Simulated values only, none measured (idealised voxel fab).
Process module, titled voxel ribs on slabs
In the cross-section labelled cut, the width is 195 nm and each square cell is 5 nm.
Square cells in a grid make up a cross-section in this document, and the grid is given as bands, listed from the top down, each one or more rows of cells.
In this notation a band is specified by the heights of its top and bottom, in that order and in nm, after which its materials appear from left to right, each paired with its width in nm. The word "everywhere" attached to a single material means that material fills the band from edge to edge; the word "air" stands for empty space.
A quick word on heights: they are counted from 0, and under that level the wafer as it came to us is one material throughout. The lowest band is different from the rest in having no bottom; it simply continues downward, written as in "0 down".
Width "30->40": first value at the band's top row of cells, second value at its bottom row, equal change from row to row.
Take "no change" at face value: in the step it is given for, the cross-section changed in none of its cells.
Unvented voids: empty space of 8 cells or more with no open way to the top, each as width x height at its distance from the left edge, in nm
Read whatever lies past the settings on a step's line as the simulator's own remark about the step.
overlay nm: where the mask lay relative to plan, measured to the right, on steps with a mask; negatives go left.
LISTED BELOW ARE THE PROCESS STEPS AS PLANNED
| 1 | RECEIVE with material Si |
| 2 | DIRECTIONAL_DEP with material SiO2, thk nm 30 |
| 3 | DIRECTIONAL_DEP with material SiN, thk nm 25 |
| 4 | PATTERN with tone cover, mask id RIB, material resist, width nm 30, thk nm 15, overlay nm 0 |
| 5 | DIRECTIONAL_ETCH with etch materials SiN, depth nm 15 |
| 6 | STRIP with etch materials resist |
| 7 | DIRECTIONAL_DEP with material aC, thk nm 10 |
| 8 | PATTERN with tone cover, mask id SLAB, material resist, width nm 70, thk nm 25, overlay nm 0 |
| 9 | DIRECTIONAL_ETCH with etch materials aC, depth nm 10 |
| 10 | STRIP with etch materials resist |
| 11 | DIRECTIONAL_ETCH with etch materials SiN, depth nm 10 |
| 12 | STRIP with etch materials aC |
| 13 | FILL_DEP with material SiO2, thk nm 25 |
| 14 | CMP with height nm 70 |
| 15 | DIRECTIONAL_DEP with material W, thk nm 10 |
| 16 | DIRECTIONAL_DEP with material aC, thk nm 15 |
| 17 | PATTERN with tone cover, mask id HEATER, material resist, width nm 40, thk nm 35, overlay nm 0 |
| 18 | DIRECTIONAL_ETCH with etch materials aC, depth nm 15 |
| 19 | STRIP with etch materials resist |
| 20 | DIRECTIONAL_ETCH with etch materials W, depth nm 10 |
| 21 | STRIP with etch materials aC |
| 22 | CONFORMAL_DEP with material SiO2, thk nm 10 |
WAFER, FIRST OF TWO, RUN AS PLANNED
STEP 1 COMPLETE: CROSS-SECTION OF THE WAFER AS RECEIVED
> 0 down | Si everywhere
> Unvented voids: none
CROSS-SECTION THROUGH THE WAFER, STEP 2 FINISHED
> 30 to 0 | SiO2 everywhere
> Rest of section, below 0: as before.
CROSS-SECTION THROUGH THE WAFER, STEP 3 FINISHED
> 55 to 30 | SiN everywhere
> Rest of section, below 30: as before.
CROSS-SECTION THROUGH THE WAFER, STEP 4 FINISHED
> 70 to 55 | air: 80, then resist: 30, then air: 85
> Rest of section, below 55: as before.
CROSS-SECTION THROUGH THE WAFER, STEP 5 FINISHED
> 70 to 55 | air: 80, then resist: 30, then air: 85
> 55 to 40 | air: 80, then SiN: 30, then air: 85
> Rest of section, below 40: as before.
CROSS-SECTION THROUGH THE WAFER, STEP 6 FINISHED
> 55 to 40 | air: 80, then SiN: 30, then air: 85
> Rest of section, below 40: as before.
CROSS-SECTION THROUGH THE WAFER, STEP 7 FINISHED
> 65 to 55 | air: 80, then aC: 30, then air: 85
> 55 to 50 | air: 80, then SiN: 30, then air: 85
> 50 to 40 | aC: 80, then SiN: 30, then aC: 85
> Rest of section, below 40: as before.
CROSS-SECTION THROUGH THE WAFER, STEP 8 FINISHED
> 90 to 65 | air: 60, then resist: 70, then air: 65
> 65 to 55 | air: 60, then resist: 20, then aC: 30, then resist: 20, then air: 65
> 55 to 50 | air: 60, then resist: 20, then SiN: 30, then resist: 20, then air: 65
> Rest of section, below 50: as before.
CROSS-SECTION THROUGH THE WAFER, STEP 9 FINISHED
> 80 to 65 | air: 60, then resist: 70, then air: 65
> 65 to 55 | air: 60, then resist: 20, then aC: 30, then resist: 20, then air: 65
> 55 to 50 | air: 60, then resist: 20, then SiN: 30, then resist: 20, then air: 65
> 50 to 40 | air: 60, then aC: 20, then SiN: 30, then aC: 20, then air: 65
> Rest of section, below 40: as before.
CROSS-SECTION THROUGH THE WAFER, STEP 10 FINISHED
> 65 to 55 | air: 80, then aC: 30, then air: 85
> 55 to 50 | air: 80, then SiN: 30, then air: 85
> Rest of section, below 50: as before.
CROSS-SECTION THROUGH THE WAFER, STEP 11 FINISHED
> 65 to 55 | air: 80, then aC: 30, then air: 85
> 55 to 50 | air: 80, then SiN: 30, then air: 85
> 50 to 40 | air: 60, then aC: 20, then SiN: 30, then aC: 20, then air: 65
> 40 to 30 | air: 60, then SiN: 70, then air: 65
> Rest of section, below 30: as before.
CROSS-SECTION THROUGH THE WAFER, STEP 12 FINISHED
> 55 to 40 | air: 80, then SiN: 30, then air: 85
> Rest of section, below 40: as before.
CROSS-SECTION THROUGH THE WAFER, STEP 13 FINISHED
> 80 to 55 | SiO2 everywhere
> 55 to 40 | SiO2: 80, then SiN: 30, then SiO2: 85
> 40 to 30 | SiO2: 60, then SiN: 70, then SiO2: 65
> Rest of section, below 30: as before.
CROSS-SECTION THROUGH THE WAFER, STEP 14 FINISHED
> 70 to 55 | SiO2 everywhere
> Rest of section, below 55: as before.
CROSS-SECTION THROUGH THE WAFER, STEP 15 FINISHED
> 80 to 70 | W everywhere
> Rest of section, below 70: as before.
CROSS-SECTION THROUGH THE WAFER, STEP 16 FINISHED
> 95 to 80 | aC everywhere
> Rest of section, below 80: as before.
CROSS-SECTION THROUGH THE WAFER, STEP 17 FINISHED
> 130 to 95 | air: 75, then resist: 40, then air: 80
> Rest of section, below 95: as before.
CROSS-SECTION THROUGH THE WAFER, STEP 18 FINISHED
> 115 to 95 | air: 75, then resist: 40, then air: 80
> 95 to 80 | air: 75, then aC: 40, then air: 80
> Rest of section, below 80: as before.
CROSS-SECTION THROUGH THE WAFER, STEP 19 FINISHED
> 95 to 80 | air: 75, then aC: 40, then air: 80
> Rest of section, below 80: as before.
CROSS-SECTION THROUGH THE WAFER, STEP 20 FINISHED
> 95 to 80 | air: 75, then aC: 40, then air: 80
> 80 to 70 | air: 75, then W: 40, then air: 80
> Rest of section, below 70: as before.
CROSS-SECTION THROUGH THE WAFER, STEP 21 FINISHED
> 80 to 70 | air: 75, then W: 40, then air: 80
> Rest of section, below 70: as before.
CROSS-SECTION THROUGH THE WAFER, STEP 22 FINISHED
> 90 to 80 | air: 65, then SiO2: 60, then air: 70
> 80 to 70 | SiO2: 75, then W: 40, then SiO2: 80
> Rest of section, below 70: as before.
IT IS TO BE NOTED THAT THE SECOND WAFER PROCEEDED FROM THE SAME INITIAL STATE AND ACCORDING TO THE SAME PLAN AS THE FIRST, ALTHOUGH ONE MISTAKE WAS COMMITTED IN ITS EXECUTION; THROUGH STEP 21, INCLUSIVE, THE TWO WAFERS SHARE AN IDENTICAL HISTORY
Cross-section: second wafer, time at which step 22 was scheduled to end: no change
Want to know what went wrong? the run left out plan step 22 entirely, so it was never executed
Heads up, by the end the second wafer has more or fewer cells of some materials compared to the first: SiO2 -86
